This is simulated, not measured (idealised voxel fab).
process module | voxel spacer lines
cross-section cut | 205 nm wide | cells 5 nm
A cross-section is a grid of square cells, given in bands from the top down. A band is one or more rows of cells.
Each band's line starts with the height of the band's top and of its bottom, in nm. Then come its materials from left to right, each with its width in nm. One material with "throughout" fills the band from edge to edge. "air" is empty space.
Height 0 is the level under which the wafer as received is all one material. The lowest band goes on downwards, as in "0 down".
A width such as "30 to 40" changes by the same amount from each row of cells to the next, from the band's top row to its bottom row.
"no change" after a step means that no cell of the cross-section changed.
closed voids: empty space of 8 cells or more with no open way to the top, each as width x height at its distance from the left edge, in nm
after a step's settings: what the simulator itself notes on the step
overlay nm, on a step with a mask: how far to the right of its planned place the mask lay; to the left if negative
plan
1 op RECEIVE | material Si
2 op CONFORMAL_DEP | material Al2O3 | thk nm 5
3 op DIRECTIONAL_DEP | material polySi | thk nm 20
4 op DIRECTIONAL_DEP | material aC | thk nm 20
5 op PATTERN | tone cover | mask id MANDREL | material resist | width nm 25 | pitch nm 70 | thk nm 30 | overlay nm 0
6 op DIRECTIONAL_ETCH | etch materials aC | depth nm 20
7 op STRIP | etch materials resist
8 op CONFORMAL_DEP | material SiN | thk nm 10
9 op DIRECTIONAL_ETCH | etch materials SiN | depth nm 10
10 op STRIP | etch materials aC
11 op DIRECTIONAL_ETCH | etch materials polySi | depth nm 20
12 op STRIP | etch materials SiN
13 op FILL_DEP | material SiO2 | thk nm 10
14 op CMP | height nm 25
as received, after step 1
  0 down: Si throughout
  closed voids: none
a wafer at the end: this start, this plan, one mistake
  25 to 20: SiO2 throughout
  20 to 0: SiO2 45 | polySi 10 | SiO2 25 | polySi 10 | SiO2 25 | polySi 10 | SiO2 25 | polySi 10 | SiO2 45
  0 down: Si throughout
  closed voids: none
what went wrong: step 2 was left out
